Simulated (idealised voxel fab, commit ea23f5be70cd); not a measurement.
The following is a process module called voxel transistor to metal.
Pictured: cross-section cut, 185 nm wide, on a grid of 5 nm square cells.
Cross-section = grid of square cells, listed top down in bands; band = one or more rows. Heads up on the band format: heights come first, top then bottom, in nm. After that it's the materials left to right, each with its width in nm. A single material flagged "throughout" fills the whole band edge to edge, and "blank" means there's empty space there. It should be noted that heights are counted from 0, beneath which the wafer as supplied is of one material throughout, and that the lowest band possesses no lower boundary but continues downward, as written in "0 -> down". A width given as "30..40" starts at the first number in the band's top row and ends at the second number in its bottom row, shifting by an equal amount at every step from row to row. Basically "nothing different" means that step didn't change any cell in the cross-section. "Voids lacking openings": empty spaces of 8 cells or more with no open way to the top, each given as width x height at distance, distance from the left edge, all in nm. after a step's settings: what the simulator itself notes on the step. The setting "overlay nm" may be written on the line of a step. When the step uses a mask, the value reports how far to the right of the planned place the mask lay, and a negative value reports that it lay to the left.
[Process steps - plan]
| 1 | RECEIVE (material Si) |
| 2 | CONFORMAL_DEP (material SiO2; thk nm 5) |
| 3 | CONFORMAL_DEP (material SiN; thk nm 15) |
| 4 | DIRECTIONAL_DEP (material aC; thk nm 15) |
| 5 | PATTERN (tone cover; mask id ACTIVE; material resist; width nm 95; thk nm 30; overlay nm 0) |
| 6 | DIRECTIONAL_ETCH (etch materials aC; depth nm 15) |
| 7 | STRIP (etch materials resist) |
| 8 | DIRECTIONAL_ETCH (etch materials SiN; depth nm 15) |
| 9 | DIRECTIONAL_ETCH (etch materials SiO2; depth nm 5) |
| 10 | DIRECTIONAL_ETCH (etch materials Si; depth nm 35) |
| 11 | STRIP (etch materials aC) |
| 12 | OXIDIZE (depth nm 5) |
| 13 | FILL_DEP (material SiO2; thk nm 10) |
| 14 | CMP (height nm 20) |
| 15 | SELECTIVE_ETCH (etch materials SiO2; depth nm 15) |
| 16 | STRIP (etch materials SiN) |
| 17 | SELECTIVE_ETCH (etch materials SiO2; depth nm 5) |
| 18 | OXIDIZE (depth nm 5) |
| 19 | DIRECTIONAL_DEP (material polySi; thk nm 20) |
| 20 | DIRECTIONAL_DEP (material SiCN; thk nm 10) |
| 21 | MASKED_ETCH (tone cover; mask id GATE; width nm 25; etch materials SiCN; depth nm 20; overlay nm 0) |
| 22 | MASKED_ETCH (tone cover; mask id GATE; width nm 25; etch materials polySi; depth nm 30; overlay nm 0) |
| 23 | CONFORMAL_DEP (material SiN; thk nm 5) |
| 24 | DIRECTIONAL_ETCH (etch materials SiN; depth nm 5) |
| 25 | DIRECTIONAL_ETCH (etch materials SiO2; depth nm 5) |
| 26 | DIRECTIONAL_ETCH (etch materials Si; depth nm 10) |
| 27 | EPI (material SiGe; thk nm 10) |
| 28 | FILL_DEP (material SiO2; thk nm 10) |
| 29 | CMP (height nm 20) |
| 30 | STRIP (etch materials polySi) |
| 31 | SELECTIVE_ETCH (etch materials SiO2; depth nm 5) |
| 32 | CONFORMAL_DEP (material HfO2; thk nm 5) |
| 33 | CONFORMAL_DEP (material TiN; thk nm 5) |
| 34 | FILL_DEP (material W; thk nm 10) |
| 35 | CMP (height nm 15) |
| 36 | DIRECTIONAL_DEP (material SiO2; thk nm 15) |
| 37 | DIRECTIONAL_DEP (material aC; thk nm 15) |
| 38 | PATTERN (tone open; mask id CONTACT; material resist; width nm 15; pitch nm 70; thk nm 35; overlay nm 0) |
| 39 | DIRECTIONAL_ETCH (etch materials aC; depth nm 5) |
| 40 | STRIP (etch materials resist) |
| 41 | DIRECTIONAL_ETCH (etch materials SiO2; depth nm 35) |
| 42 | STRIP (etch materials aC) |
| 43 | CONFORMAL_DEP (material TiN; thk nm 5) |
| 44 | FILL_DEP (material W; thk nm 10) |
| 45 | CMP (height nm 30) |
| 46 | DIRECTIONAL_DEP (material TiN; thk nm 5) |
| 47 | DIRECTIONAL_DEP (material W; thk nm 25) |
| 48 | MASKED_ETCH (tone cover; mask id METAL_1; width nm 15; pitch nm 70; etch materials W; depth nm 25; overlay nm 0) |
| 49 | MASKED_ETCH (tone cover; mask id METAL_1; width nm 15; pitch nm 70; etch materials TiN; depth nm 5; overlay nm 0) |
| 50 | CONFORMAL_DEP (material SiN; thk nm 5) |
| 51 | FILL_DEP (material SiO2; thk nm 10) |
| 52 | CMP (height nm 60) |
| 53 | CONFORMAL_DEP (material SiCN; thk nm 5) |
The wafers in this document start out alike and differ in the depth nm applied at step 39; the plan shows the value used for the first wafer.
[First wafer of several, as received: cross-section after step 1]
* 0 -> down = Si throughout
* Voids lacking openings: none
[For your reference, the table is organized with a row per wafer; each row reflects the wafer at the end of the module, indicating for each material the cells gained (+) or lost (-) since receipt, and thereafter its closed voids]
depth nm 5 | +13 HfO2 | -197 Si | +37 SiCN | +28 SiGe | +57 SiN | +498 SiO2 | +13 TiN | +32 W | Voids lacking openings: none
depth nm 10 | +13 HfO2 | -197 Si | +37 SiCN | +28 SiGe | +57 SiN | +498 SiO2 | +13 TiN | +32 W | Voids lacking openings: none
depth nm 15 | +13 HfO2 | -197 Si | +37 SiCN | +28 SiGe | +57 SiN | +456 SiO2 | +43 TiN | +44 W | Voids lacking openings: none
depth nm 20 | +13 HfO2 | -197 Si | +37 SiCN | +28 SiGe | +57 SiN | +456 SiO2 | +43 TiN | +44 W | Voids lacking openings: none
depth nm 25 | +13 HfO2 | -197 Si | +37 SiCN | +28 SiGe | +57 SiN | +456 SiO2 | +43 TiN | +44 W | Voids lacking openings: none
depth nm 30 | +13 HfO2 | -197 Si | +37 SiCN | +28 SiGe | +57 SiN | +456 SiO2 | +43 TiN | +44 W | Voids lacking openings: none
